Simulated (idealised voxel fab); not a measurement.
voxel wiring stack: a process module
For reference, the cross-section in this document is cut, with width 240 nm and square cells of 5 nm.
Cross-section layout: square cells on a grid; listed as bands, top to bottom; a band spans one or more cell rows.
It is stipulated that each band's entry specify, in nanometres, the height of the top of the band and then that of its bottom, followed by the materials of the band in left-to-right sequence, each together with its width in nanometres. A single material marked by the word "all across" is understood to fill the band from edge to edge; the word "air" is understood to denote empty space.
Height reference: 0 = level under which incoming wafer is all one material. Lowest band: no bottom, runs on downward, e.g. "top 0, no bottom".
It should be noted that a width expressed as "30 to 40" varies in equal increments from row to row of cells within the band, taking the value of the first number at the top row and that of the second number at the bottom row.
"same as before" (step): cross-section cells unchanged, all of them.
The label "Encapsulated voids" introduces a list of the empty spaces, 8 cells or larger, that have no open way up to the top; each entry in it reads width x height at distance, where the distance is taken from the left edge and all three are stated in nm.
Past the settings on a step's line: simulator remark, on that step.
For masked steps, "overlay nm" on the step line gives how far right of plan the mask actually lay; a minus sign means it lay to the left.
Below is the list of planned process steps:
1 RECEIVE: material Si
2 CONFORMAL_DEP: material SiO2, thk nm 15
3 CONFORMAL_DEP: material SiN, thk nm 5
4 DIRECTIONAL_DEP: material lowk, thk nm 20
5 PATTERN: tone open, mask id METAL_1, material resist, width nm 30, pitch nm 45, thk nm 15, overlay nm 0
6 DIRECTIONAL_ETCH: etch materials lowk, depth nm 20
7 DIRECTIONAL_ETCH: etch materials SiN, depth nm 5
8 STRIP: etch materials resist
9 CONFORMAL_DEP: material TiN, thk nm 5
10 FILL_DEP: material Cu, thk nm 5
11 CMP: height nm 40
12 CONFORMAL_DEP: material SiCN, thk nm 5
13 DIRECTIONAL_DEP: material lowk, thk nm 20
14 MASKED_ETCH: tone open, mask id PLUG_1, width nm 15, pitch nm 45, etch materials lowk, depth nm 20, overlay nm 0
15 MASKED_ETCH: tone open, mask id PLUG_1, width nm 15, pitch nm 45, etch materials SiCN, depth nm 5, overlay nm 0
16 CONFORMAL_DEP: material TiN, thk nm 5
17 FILL_DEP: material Cu, thk nm 5
18 CMP: height nm 65
19 CONFORMAL_DEP: material SiCN, thk nm 5
20 DIRECTIONAL_DEP: material lowk, thk nm 20
21 DIRECTIONAL_DEP: material aC, thk nm 15
22 PATTERN: tone open, mask id METAL_2, material resist, width nm 30, pitch nm 45, thk nm 35, overlay nm 0
23 DIRECTIONAL_ETCH: etch materials aC, depth nm 15
24 STRIP: etch materials resist
25 DIRECTIONAL_ETCH: etch materials lowk, depth nm 20
26 DIRECTIONAL_ETCH: etch materials SiCN, depth nm 5
27 STRIP: etch materials aC
28 CONFORMAL_DEP: material TiN, thk nm 5
29 FILL_DEP: material W, thk nm 5
30 CMP: height nm 90
31 EPI: material Ru, thk nm 5
32 FILL_DEP: material SiCN, thk nm 5
33 DIRECTIONAL_DEP: material lowk, thk nm 35
34 PATTERN: tone open, mask id METAL_3, material resist, width nm 30, pitch nm 45, thk nm 20, overlay nm 0
35 DIRECTIONAL_ETCH: etch materials lowk, depth nm 20
36 STRIP: etch materials resist
37 MASKED_ETCH: tone open, mask id METAL_3_HOLES, width nm 15, pitch nm 45, etch materials lowk, depth nm 15, overlay nm 0
38 MASKED_ETCH: tone open, mask id METAL_3_HOLES, width nm 15, pitch nm 45, etch materials SiCN, depth nm 5, overlay nm 0
39 CONFORMAL_DEP: material TiN, thk nm 5
40 FILL_DEP: material Cu, thk nm 5
41 CMP: height nm 135
42 CONFORMAL_DEP: material SiCN, thk nm 5
Cross-section of the wafer at receipt, which is the condition after step 1:
> top 0, no bottom = Si all across
> Encapsulated voids: none
Wafer cross-section at end of module: start and plan as shown above, one execution error:
> top 140, bottom 135 = SiCN all across
> top 135, bottom 125 = lowk: 35 / TiN: 5 / Cu: 20 / TiN: 5 / lowk: 15 / TiN: 5 / Cu: 20 / TiN: 5 / lowk: 15 / TiN: 5 / Cu: 20 / TiN: 5 / lowk: 15 / TiN: 5 / Cu: 20 / TiN: 5 / lowk: 40
> top 125, bottom 120 = lowk: 35 / TiN: 10 / Cu: 15 / TiN: 5 / lowk: 15 / TiN: 10 / Cu: 15 / TiN: 5 / lowk: 15 / TiN: 10 / Cu: 15 / TiN: 5 / lowk: 15 / TiN: 10 / Cu: 15 / TiN: 5 / lowk: 40
> top 120, bottom 115 = lowk: 40 / TiN: 25 / lowk: 20 / TiN: 25 / lowk: 20 / TiN: 25 / lowk: 20 / TiN: 25 / lowk: 40
> top 115, bottom 100 = lowk: 40 / TiN: 10 / lowk: 35 / TiN: 10 / lowk: 35 / TiN: 10 / lowk: 35 / TiN: 10 / lowk: 55
> top 100, bottom 95 = SiCN: 40 / TiN: 10 / SiCN: 35 / TiN: 10 / SiCN: 35 / TiN: 10 / SiCN: 35 / TiN: 10 / SiCN: 55
> top 95, bottom 90 = SiCN: 30 / Ru: 40 / SiCN: 5 / Ru: 40 / SiCN: 5 / Ru: 40 / SiCN: 5 / Ru: 40 / SiCN: 35
> top 90, bottom 70 = lowk: 35 / TiN: 5 / W: 20 / TiN: 5 / lowk: 15 / TiN: 5 / W: 20 / TiN: 5 / lowk: 15 / TiN: 5 / W: 20 / TiN: 5 / lowk: 15 / TiN: 5 / W: 20 / TiN: 5 / lowk: 40
> top 70, bottom 65 = SiCN: 35 / TiN: 30 / SiCN: 15 / TiN: 30 / SiCN: 15 / TiN: 30 / SiCN: 15 / TiN: 30 / SiCN: 40
> top 65, bottom 45 = lowk: 35 / TiN: 5 / Cu: 5 / TiN: 5 / lowk: 30 / TiN: 5 / Cu: 5 / TiN: 5 / lowk: 30 / TiN: 5 / Cu: 5 / TiN: 5 / lowk: 30 / TiN: 5 / Cu: 5 / TiN: 5 / lowk: 55
> top 45, bottom 40 = SiCN: 35 / TiN: 15 / SiCN: 30 / TiN: 15 / SiCN: 30 / TiN: 15 / SiCN: 30 / TiN: 15 / SiCN: 55
> top 40, bottom 20 = lowk: 35 / TiN: 5 / Cu: 20 / TiN: 5 / lowk: 15 / TiN: 5 / Cu: 20 / TiN: 5 / lowk: 15 / TiN: 5 / Cu: 20 / TiN: 5 / lowk: 15 / TiN: 5 / Cu: 20 / TiN: 5 / lowk: 40
> top 20, bottom 15 = SiN: 35 / TiN: 30 / SiN: 15 / TiN: 30 / SiN: 15 / TiN: 30 / SiN: 15 / TiN: 30 / SiN: 40
> top 15, bottom 0 = SiO2 all across
> top 0, no bottom = Si all across
> Encapsulated voids: none
Short version of what went wrong: step 34, actual vs plan mismatch, actual run PATTERN: tone open, mask id METAL_3, material resist, width nm 25, pitch nm 45, thk nm 20, overlay nm 0
